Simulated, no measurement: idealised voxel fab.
The document below concerns the process module designated voxel self aligned vias.
Square cells of 5 nm make up the cross-section cut, whose width is 235 nm.
Cross-section, as written here: a square-cell grid given band by band from the top down, where a band holds one or more rows of cells.
In this notation a band is specified by the heights of its top and bottom, in that order and in nm, after which its materials appear from left to right, each paired with its width in nm. The word "full width" attached to a single material means that material fills the band from edge to edge; the word "blank" stands for empty space.
Convention: height 0 is the level below which the wafer, as received, is all one material. The lowest band does not terminate at the bottom but continues downward, represented as "0 and below".
Quick explanation for "30->40": the width changes in equal steps down the rows of cells, from the first number in the band's top row to the second number in its bottom row.
Any step labelled "remained unchanged" changed none of the cells in the cross-section.
"Sealed internal cavities": empty spaces of 8 cells or more with no open way to the top, each given as width x height at distance, distance from the left edge, all in nm.
What comes after the settings on a step's line is commentary from the simulator itself on that step.
overlay nm: mask right of planned place by this much (step with mask). Neg. = left.

### Steps planned for the process
- 1: RECEIVE [material Si]
- 2: CONFORMAL_DEP [material SiO2] [thk nm 15]
- 3: CONFORMAL_DEP [material SiCN] [thk nm 5]
- 4: DIRECTIONAL_DEP [material SiO2] [thk nm 30]
- 5: MASKED_ETCH [tone open] [mask id LINES] [width nm 30] [pitch nm 70] [etch materials SiO2] [depth nm 30] [overlay nm 0]
- 6: CONFORMAL_DEP [material TiN] [thk nm 5]
- 7: FILL_DEP [material W] [thk nm 10]
- 8: CMP [height nm 50]
- 9: SELECTIVE_ETCH [etch materials W Ru TiN] [depth nm 10]
- 10: FILL_DEP [material SiN] [thk nm 5]
- 11: CMP [height nm 50]
- 12: DIRECTIONAL_DEP [material SiO2] [thk nm 20]
- 13: PATTERN [tone open] [mask id VIAS] [material resist] [width nm 50] [pitch nm 140] [thk nm 20] [overlay nm 0]
- 14: DIRECTIONAL_ETCH [etch materials SiO2] [depth nm 20]
- 15: DIRECTIONAL_ETCH [etch materials SiN] [depth nm 10]
- 16: STRIP [etch materials resist]
- 17: CONFORMAL_DEP [material TiN] [thk nm 5]
- 18: FILL_DEP [material W] [thk nm 10]
- 19: CMP [height nm 70]
- 20: CONFORMAL_DEP [material SiN] [thk nm 5]

### Cross-section of the wafer upon arrival, representing the state reached after step 1
> 0 and below | Si full width
> Sealed internal cavities: none

### End-of-module cross-section of the first of two wafers, processed as planned
> 75 down to 70 | SiN full width
> 70 down to 55 | SiO2 20 nm, then TiN 5 nm, then W 40 nm, then TiN 5 nm, then SiO2 90 nm, then TiN 5 nm, then W 40 nm, then TiN 5 nm, then SiO2 25 nm
> 55 down to 50 | SiO2 20 nm, then TiN 15 nm, then W 20 nm, then TiN 15 nm, then SiO2 90 nm, then TiN 15 nm, then W 20 nm, then TiN 15 nm, then SiO2 25 nm
> 50 down to 45 | SiO2 30 nm, then TiN 5 nm, then W 20 nm, then TiN 5 nm, then SiO2 40 nm, then SiN 30 nm, then SiO2 40 nm, then TiN 5 nm, then W 20 nm, then TiN 5 nm, then SiO2 35 nm
> 45 down to 40 | SiO2 30 nm, then TiN 30 nm, then SiO2 40 nm, then SiN 30 nm, then SiO2 40 nm, then TiN 30 nm, then SiO2 35 nm
> 40 down to 25 | SiO2 30 nm, then TiN 5 nm, then W 20 nm, then TiN 5 nm, then SiO2 40 nm, then TiN 5 nm, then W 20 nm, then TiN 5 nm, then SiO2 40 nm, then TiN 5 nm, then W 20 nm, then TiN 5 nm, then SiO2 35 nm
> 25 down to 20 | SiO2 30 nm, then TiN 30 nm, then SiO2 40 nm, then TiN 30 nm, then SiO2 40 nm, then TiN 30 nm, then SiO2 35 nm
> 20 down to 15 | SiCN full width
> 15 down to 0 | SiO2 full width
> 0 and below | Si full width
> Sealed internal cavities: none

### Second of two wafers, module complete, sectioned: it shares the first wafer's start and plan but was run with one mistake
> 75 down to 70 | SiN full width
> 70 down to 65 | TiN 25 nm, then W 40 nm, then TiN 100 nm, then W 40 nm, then TiN 30 nm
> 65 down to 50 | SiO2 20 nm, then TiN 5 nm, then W 40 nm, then TiN 5 nm, then SiO2 90 nm, then TiN 5 nm, then W 40 nm, then TiN 5 nm, then SiO2 25 nm
> 50 down to 45 | SiO2 20 nm, then TiN 15 nm, then W 20 nm, then TiN 15 nm, then SiO2 30 nm, then SiN 30 nm, then SiO2 30 nm, then TiN 15 nm, then W 20 nm, then TiN 15 nm, then SiO2 25 nm
> 45 down to 40 | SiO2 30 nm, then TiN 30 nm, then SiO2 40 nm, then SiN 30 nm, then SiO2 40 nm, then TiN 30 nm, then SiO2 35 nm
> 40 down to 25 | SiO2 30 nm, then TiN 5 nm, then W 20 nm, then TiN 5 nm, then SiO2 40 nm, then TiN 5 nm, then W 20 nm, then TiN 5 nm, then SiO2 40 nm, then TiN 5 nm, then W 20 nm, then TiN 5 nm, then SiO2 35 nm
> 25 down to 20 | SiO2 30 nm, then TiN 30 nm, then SiO2 40 nm, then TiN 30 nm, then SiO2 40 nm, then TiN 30 nm, then SiO2 35 nm
> 20 down to 15 | SiCN full width
> 15 down to 0 | SiO2 full width
> 0 and below | Si full width
> Sealed internal cavities: none
Deviation noted in wafer processing: planned and actual differ for step 12; actual: DIRECTIONAL_DEP [material SiO2] [thk nm 15]
Final difference in cells, second wafer against first, listed per material as more or fewer: -35 SiO2 | +27 TiN | +8 W
